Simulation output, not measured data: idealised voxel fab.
Name of the process module below: voxel self aligned vias
295 nm wide, 5 nm square cells: that's cross-section cut.
Cross-section, as written here: a square-cell grid given band by band from the top down, where a band holds one or more rows of cells.
Heights first: top, then bottom, in nm. Then materials, left to right, each with a width in nm. "all across" on a single material: fills the band edge to edge. "blank": empty space.
Height is counted from the level 0, under which the received wafer is composed throughout of one material. The lowest of the bands is not closed at the bottom but continues downward, in the notation "top 0, no bottom".
A width such as "30->40" changes by the same amount from each row of cells to the next, from the band's top row to its bottom row.
No cell of the cross-section changed in a step that is given as "changes: none".
So "Enclosed empty spaces" is basically the list of trapped voids: any empty space of 8 cells or more that can't reach the top through an opening. They're written width x height at distance, the distance being from the left edge, and it's all nm.
It should be noted that, on the line of a given step, the content following the step's settings is a remark produced by the simulator itself with respect to that step.
"overlay nm" answers the question of how far to the right of plan the mask lay on a step that has a mask, and when it is negative the answer is to the left.
**Process steps foreseen in the plan**
1. RECEIVE, material Si
2. CONFORMAL_DEP, material SiO2, thk nm 10
3. CONFORMAL_DEP, material SiCN, thk nm 5
4. DIRECTIONAL_DEP, material lowk, thk nm 30
5. DIRECTIONAL_DEP, material aC, thk nm 10
6. PATTERN, tone open, mask id LINES, material resist, width nm 20, pitch nm 55, thk nm 25, overlay nm 0
7. DIRECTIONAL_ETCH, etch materials aC, depth nm 10
8. STRIP, etch materials resist
9. DIRECTIONAL_ETCH, etch materials lowk, depth nm 30
10. STRIP, etch materials aC
11. CONFORMAL_DEP, material TiN, thk nm 5
12. FILL_DEP, material Ru, thk nm 5
13. CMP, height nm 45
14. SELECTIVE_ETCH, etch materials W Ru TiN, depth nm 5
15. FILL_DEP, material SiN, thk nm 5
16. CMP, height nm 45
17. DIRECTIONAL_DEP, material lowk, thk nm 15
18. DIRECTIONAL_DEP, material aC, thk nm 15
19. PATTERN, tone open, mask id VIAS, material resist, width nm 30, thk nm 30, overlay nm 0
20. DIRECTIONAL_ETCH, etch materials aC, depth nm 15
21. STRIP, etch materials resist
22. DIRECTIONAL_ETCH, etch materials lowk, depth nm 15
23. DIRECTIONAL_ETCH, etch materials SiN, depth nm 5
24. STRIP, etch materials aC
25. CONFORMAL_DEP, material TiN, thk nm 5
26. FILL_DEP, material Cu, thk nm 5
27. CMP, height nm 60
28. CONFORMAL_DEP, material SiN, thk nm 5
**as received, after step 1**
top 0, no bottom: Si all across
Enclosed empty spaces: none
**Result of the module, cross-sectioned: start per above, plan per above, one error in how it was run**
top 65, bottom 60: SiN all across
top 60, bottom 50: lowk 105, then TiN 5, then Cu 20, then TiN 5, then lowk 160
top 50, bottom 45: lowk 105, then TiN 10, then Cu 10, then TiN 10, then lowk 160
top 45, bottom 40: lowk 110, then TiN 20, then lowk 35, then SiN 20, then lowk 110
top 40, bottom 20: lowk 110, then TiN 5, then Ru 10, then TiN 5, then lowk 35, then TiN 5, then Ru 10, then TiN 5, then lowk 110
top 20, bottom 15: lowk 110, then TiN 20, then lowk 35, then TiN 20, then lowk 110
top 15, bottom 10: SiCN all across
top 10, bottom 0: TiN all across
top 0, no bottom: Si all across
Enclosed empty spaces: none
Diagnosis: step 2: run off-plan, actual operation and settings CONFORMAL_DEP, material TiN, thk nm 10
